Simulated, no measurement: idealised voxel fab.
Title: Process Module voxel ribs on slabs
Shown is cross-section cut, with a width of 250 nm and square cells of size 5 nm.
Cross-section format: a grid of square cells, given as bands from top to bottom; each band is one or more rows of cells.
Band: top and bottom heights (nm) first, top before bottom; then materials from left to right, widths in nm. "edge to edge" marks a sole material filling the band edge to edge. "blank" denotes empty space.
A quick word on heights: they are counted from 0, and under that level the wafer as it came to us is one material throughout. The lowest band is different from the rest in having no bottom; it simply continues downward, written as in "0 and below".
Read "30->40" as a graded width: first number on top, second number at the bottom, same change between each pair of neighbouring rows.
"changes: none" for a step: no cell of the cross-section changed in that step.
Listed in "Sealed-off cavities": every empty space of 8 or more cells without an open way to the top. Form: width x height at distance, the distance being from the left edge, all in nm.
On each step's line, the part that comes after the settings is the simulator's own comment on the step.
A step line may carry the setting "overlay nm", which, for steps involving a mask, states the distance by which the mask lay to the right of its intended position; negative values denote displacement to the left.

Plan:
1 RECEIVE, material Si
2 DIRECTIONAL_DEP, material SiO2, thk nm 30
3 DIRECTIONAL_DEP, material polySi, thk nm 20
4 PATTERN, tone cover, mask id RIB, material resist, width nm 30, thk nm 20, overlay nm 0
5 DIRECTIONAL_ETCH, etch materials polySi, depth nm 5
6 STRIP, etch materials resist
7 MASKED_ETCH, tone cover, mask id SLAB, width nm 90, etch materials polySi, depth nm 15, overlay nm 0
8 FILL_DEP, material SiO2, thk nm 15
9 CMP, height nm 60
10 DIRECTIONAL_DEP, material TiN, thk nm 5
11 DIRECTIONAL_DEP, material aC, thk nm 10
12 PATTERN, tone cover, mask id HEATER, material resist, width nm 40, thk nm 25, overlay nm 0
13 DIRECTIONAL_ETCH, etch materials aC, depth nm 10
14 STRIP, etch materials resist
15 DIRECTIONAL_ETCH, etch materials TiN, depth nm 5
16 STRIP, etch materials aC
17 CONFORMAL_DEP, material SiO2, thk nm 10

The first wafer of two, processed as planned:

Step 1 complete: cross-section of the wafer as received:
  0 and below  Si edge to edge
  Sealed-off cavities: none

Cross-section through the wafer, step 2 finished:
  30 down to 0  SiO2 edge to edge
  Note: structure below 0 unchanged.

Cross-section through the wafer, step 3 finished:
  50 down to 30  polySi edge to edge
  Note: structure below 30 unchanged.

Cross-section through the wafer, step 4 finished:
  70 down to 50  blank 110 nm, then resist 30 nm, then blank 110 nm
  Note: structure below 50 unchanged.

Cross-section through the wafer, step 5 finished:
  70 down to 50  blank 110 nm, then resist 30 nm, then blank 110 nm
  50 down to 45  blank 110 nm, then polySi 30 nm, then blank 110 nm
  Note: structure below 45 unchanged.

Cross-section through the wafer, step 6 finished:
  50 down to 45  blank 110 nm, then polySi 30 nm, then blank 110 nm
  Note: structure below 45 unchanged.

Cross-section through the wafer, step 7 finished:
  50 down to 45  blank 110 nm, then polySi 30 nm, then blank 110 nm
  45 down to 30  blank 80 nm, then polySi 90 nm, then blank 80 nm
  Note: structure below 30 unchanged.

Cross-section through the wafer, step 8 finished:
  65 down to 50  SiO2 edge to edge
  50 down to 45  SiO2 110 nm, then polySi 30 nm, then SiO2 110 nm
  45 down to 30  SiO2 80 nm, then polySi 90 nm, then SiO2 80 nm
  Note: structure below 30 unchanged.

Cross-section through the wafer, step 9 finished:
  60 down to 50  SiO2 edge to edge
  Note: structure below 50 unchanged.

Cross-section through the wafer, step 10 finished:
  65 down to 60  TiN edge to edge
  Note: structure below 60 unchanged.

Cross-section through the wafer, step 11 finished:
  75 down to 65  aC edge to edge
  Note: structure below 65 unchanged.

Cross-section through the wafer, step 12 finished:
  100 down to 75  blank 105 nm, then resist 40 nm, then blank 105 nm
  Note: structure below 75 unchanged.

Cross-section through the wafer, step 13 finished:
  90 down to 75  blank 105 nm, then resist 40 nm, then blank 105 nm
  75 down to 65  blank 105 nm, then aC 40 nm, then blank 105 nm
  Note: structure below 65 unchanged.

Cross-section through the wafer, step 14 finished:
  75 down to 65  blank 105 nm, then aC 40 nm, then blank 105 nm
  Note: structure below 65 unchanged.

Cross-section through the wafer, step 15 finished:
  75 down to 65  blank 105 nm, then aC 40 nm, then blank 105 nm
  65 down to 60  blank 105 nm, then TiN 40 nm, then blank 105 nm
  Note: structure below 60 unchanged.

Cross-section through the wafer, step 16 finished:
  65 down to 60  blank 105 nm, then TiN 40 nm, then blank 105 nm
  Note: structure below 60 unchanged.

Cross-section through the wafer, step 17 finished:
  75 down to 70  blank 95 nm, then SiO2 60 nm, then blank 95 nm
  70 down to 65  SiO2 edge to edge
  65 down to 60  SiO2 105 nm, then TiN 40 nm, then SiO2 105 nm
  Note: structure below 60 unchanged.

Second wafer, same starting state and plan as the first, one mistake in the run, identical through step 3:

Cross-section of the second wafer at the time step 4 of the plan should have ended:
  70 down to 50  blank 110 nm, then resist 35 nm, then blank 105 nm
  Note: structure below 50 unchanged.

Cross-section of the second wafer at the time step 5 of the plan should have ended:
  70 down to 50  blank 110 nm, then resist 35 nm, then blank 105 nm
  50 down to 45  blank 110 nm, then polySi 35 nm, then blank 105 nm
  Note: structure below 45 unchanged.

Cross-section of the second wafer at the time step 6 of the plan should have ended:
  50 down to 45  blank 110 nm, then polySi 35 nm, then blank 105 nm
  Note: structure below 45 unchanged.

Cross-section of the second wafer at the time step 7 of the plan should have ended:
  50 down to 45  blank 110 nm, then polySi 35 nm, then blank 105 nm
  45 down to 30  blank 80 nm, then polySi 90 nm, then blank 80 nm
  Note: structure below 30 unchanged.

Cross-section of the second wafer at the time step 8 of the plan should have ended:
  65 down to 50  SiO2 edge to edge
  50 down to 45  SiO2 110 nm, then polySi 35 nm, then SiO2 105 nm
  45 down to 30  SiO2 80 nm, then polySi 90 nm, then SiO2 80 nm
  Note: structure below 30 unchanged.

Cross-section of the second wafer at the time step 9 of the plan should have ended:
  60 down to 50  SiO2 edge to edge
  Note: structure below 50 unchanged.

Cross-section of the second wafer at the time step 10 of the plan should have ended:
  65 down to 60  TiN edge to edge
  Note: structure below 60 unchanged.

Cross-section of the second wafer at the time step 11 of the plan should have ended:
  75 down to 65  aC edge to edge
  Note: structure below 65 unchanged.

Cross-section of the second wafer at the time step 12 of the plan should have ended:
  100 down to 75  blank 105 nm, then resist 40 nm, then blank 105 nm
  Note: structure below 75 unchanged.

Cross-section of the second wafer at the time step 13 of the plan should have ended:
  90 down to 75  blank 105 nm, then resist 40 nm, then blank 105 nm
  75 down to 65  blank 105 nm, then aC 40 nm, then blank 105 nm
  Note: structure below 65 unchanged.

Cross-section of the second wafer at the time step 14 of the plan should have ended:
  75 down to 65  blank 105 nm, then aC 40 nm, then blank 105 nm
  Note: structure below 65 unchanged.

Cross-section of the second wafer at the time step 15 of the plan should have ended:
  75 down to 65  blank 105 nm, then aC 40 nm, then blank 105 nm
  65 down to 60  blank 105 nm, then TiN 40 nm, then blank 105 nm
  Note: structure below 60 unchanged.

Cross-section of the second wafer at the time step 16 of the plan should have ended:
  65 down to 60  blank 105 nm, then TiN 40 nm, then blank 105 nm
  Note: structure below 60 unchanged.

Cross-section of the second wafer at the time step 17 of the plan should have ended:
  75 down to 70  blank 95 nm, then SiO2 60 nm, then blank 95 nm
  70 down to 65  SiO2 edge to edge
  65 down to 60  SiO2 105 nm, then TiN 40 nm, then SiO2 105 nm
  Note: structure below 60 unchanged.
Which mistake was made when the wafer was run? off-plan run, step 4, actual operation and settings PATTERN, tone cover, mask id RIB, material resist, width nm 35, thk nm 20, overlay nm 0
Wrapping up, a cell-based count of both wafers puts the second over or under the first for these materials: SiO2: 1 fewer | polySi: 1 more
